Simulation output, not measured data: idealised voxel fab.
Documented hereafter: the process module known as voxel released beams.
Square cell edge 5 nm, section width 225 nm, ID cut.
A cross-section is written here as square cells arranged in a grid, and it is given in bands from the top down, each band taking up one or more rows of cells.
For a band, the entry starts with two heights in nm, that of the top and then that of the bottom, and carries on with the band's materials in order from left to right, each alongside its width in nm; the word "full width" beside a single material means it fills the band edge to edge, and "air" means empty space.
Beneath 0, the wafer as received is one material, and that level is where height counting begins. The lowest band goes on downward without a bottom; it is written like "z 0 and below".
Graded width ("30 to 40"): value in top row of band = first number; value in bottom row = second number; row-to-row change constant.
Key: "nothing was modified" - step with no changed cell in the cross-section.
Each empty space that has no open way to the top and spans at least 8 cells appears under "Closed cavities" as width x height at distance, the distance counted from the left edge, all in nm.
The remark found on a step's line after its settings is issued by the simulator itself and pertains to that step.
The optional step-line setting "overlay nm" applies to steps with a mask and quantifies how far to the right of its planned location the mask lay, a negative value indicating leftward placement.
-- Set out below are the planned steps of the process
1) RECEIVE,material Si
2) CONFORMAL_DEP,material SiN,thk nm 5
3) DIRECTIONAL_DEP,material SiO2,thk nm 10
4) DIRECTIONAL_DEP,material aC,thk nm 15
5) PATTERN,tone open,mask id ANCHOR,material resist,width nm 45,thk nm 35,overlay nm 0
6) DIRECTIONAL_ETCH,etch materials aC,depth nm 15
7) STRIP,etch materials resist
8) DIRECTIONAL_ETCH,etch materials SiO2,depth nm 10
9) STRIP,etch materials aC
10) CONFORMAL_DEP,material TiN,thk nm 15
11) PATTERN,tone cover,mask id BEAM,material resist,width nm 90,thk nm 20,overlay nm 0
12) DIRECTIONAL_ETCH,etch materials TiN,depth nm 15
13) STRIP,etch materials resist
14) STRIP,etch materials SiO2
-- First of two wafers, with the run carried out as planned
-- Cross-section of the wafer at receipt, which is the condition after step 1
* z 0 and below | Si full width
* Closed cavities: none
-- So this is the wafer cross-section right after step 2
* z 5 to 0 | SiN full width
* No changes below 0.
-- So this is the wafer cross-section right after step 3
* z 15 to 5 | SiO2 full width
* No changes below 5.
-- So this is the wafer cross-section right after step 4
* z 30 to 15 | aC full width
* No changes below 15.
-- So this is the wafer cross-section right after step 5
* z 65 to 30 | 70 nm resist | 45 nm air | 110 nm resist
* No changes below 30.
-- So this is the wafer cross-section right after step 6
* z 50 to 30 | 70 nm resist | 45 nm air | 110 nm resist
* z 30 to 15 | 70 nm aC | 45 nm air | 110 nm aC
* No changes below 15.
-- So this is the wafer cross-section right after step 7
* z 30 to 15 | 70 nm aC | 45 nm air | 110 nm aC
* No changes below 15.
-- So this is the wafer cross-section right after step 8
* z 30 to 15 | 70 nm aC | 45 nm air | 110 nm aC
* z 15 to 5 | 70 nm SiO2 | 45 nm air | 110 nm SiO2
* No changes below 5.
-- So this is the wafer cross-section right after step 9
* z 15 to 5 | 70 nm SiO2 | 45 nm air | 110 nm SiO2
* No changes below 5.
-- So this is the wafer cross-section right after step 10
* z 30 to 20 | 85 nm TiN | 15 nm air | 125 nm TiN
* z 20 to 15 | TiN full width
* z 15 to 5 | 70 nm SiO2 | 45 nm TiN | 110 nm SiO2
* No changes below 5.
-- So this is the wafer cross-section right after step 11
* z 50 to 30 | 65 nm air | 90 nm resist | 70 nm air
* z 30 to 20 | 85 nm TiN | 15 nm resist | 125 nm TiN
* No changes below 20.
-- So this is the wafer cross-section right after step 12
* z 50 to 30 | 65 nm air | 90 nm resist | 70 nm air
* z 30 to 20 | 65 nm air | 20 nm TiN | 15 nm resist | 55 nm TiN | 70 nm air
* z 20 to 15 | 65 nm air | 90 nm TiN | 70 nm air
* No changes below 15.
-- So this is the wafer cross-section right after step 13
* z 30 to 20 | 65 nm air | 20 nm TiN | 15 nm air | 55 nm TiN | 70 nm air
* No changes below 20.
-- So this is the wafer cross-section right after step 14
* z 30 to 20 | 65 nm air | 20 nm TiN | 15 nm air | 55 nm TiN | 70 nm air
* z 20 to 15 | 65 nm air | 90 nm TiN | 70 nm air
* z 15 to 5 | 70 nm air | 45 nm TiN | 110 nm air
* No changes below 5.
-- The Second Wafer: Common Origin and Plan, One Mistake in Execution, Identical to the First Through Step 4
-- Cross-sectional representation of the second wafer at the time designated in the plan for the completion of step 5
* z 65 to 30 | 70 nm air | 45 nm resist | 110 nm air
* No changes below 30.
-- Cross-sectional representation of the second wafer at the time designated in the plan for the completion of step 6
* z 50 to 30 | 70 nm air | 45 nm resist | 110 nm air
* z 30 to 15 | 70 nm air | 45 nm aC | 110 nm air
* No changes below 15.
-- Cross-sectional representation of the second wafer at the time designated in the plan for the completion of step 7
* z 30 to 15 | 70 nm air | 45 nm aC | 110 nm air
* No changes below 15.
-- Cross-sectional representation of the second wafer at the time designated in the plan for the completion of step 8
* z 30 to 15 | 70 nm air | 45 nm aC | 110 nm air
* z 15 to 5 | 70 nm air | 45 nm SiO2 | 110 nm air
* No changes below 5.
-- Cross-sectional representation of the second wafer at the time designated in the plan for the completion of step 9
* z 15 to 5 | 70 nm air | 45 nm SiO2 | 110 nm air
* No changes below 5.
-- Cross-sectional representation of the second wafer at the time designated in the plan for the completion of step 10
* z 30 to 20 | 55 nm air | 75 nm TiN | 95 nm air
* z 20 to 15 | TiN full width
* z 15 to 5 | 70 nm TiN | 45 nm SiO2 | 110 nm TiN
* No changes below 5.
-- Cross-sectional representation of the second wafer at the time designated in the plan for the completion of step 11
* z 50 to 30 | 65 nm air | 90 nm resist | 70 nm air
* z 30 to 20 | 55 nm air | 75 nm TiN | 25 nm resist | 70 nm air
* No changes below 20.
-- Cross-sectional representation of the second wafer at the time designated in the plan for the completion of step 12
* z 50 to 30 | 65 nm air | 90 nm resist | 70 nm air
* z 30 to 20 | 65 nm air | 65 nm TiN | 25 nm resist | 70 nm air
* z 20 to 15 | 65 nm air | 90 nm TiN | 70 nm air
* z 15 to 5 | 55 nm air | 15 nm TiN | 45 nm SiO2 | 40 nm TiN | 70 nm air
* No changes below 5.
-- Cross-sectional representation of the second wafer at the time designated in the plan for the completion of step 13
* z 30 to 20 | 65 nm air | 65 nm TiN | 95 nm air
* No changes below 20.
Cross-sectional representation of the second wafer at the time designated in the plan for the completion of step 14: nothing was modified
Deviation noted in wafer processing: step 5 changed vs plan, executed as PATTERN,tone cover,mask id ANCHOR,material resist,width nm 45,thk nm 35,overlay nm 0
Final tally in cells, some materials are higher or lower on the second wafer than on the first: SiO2 +18
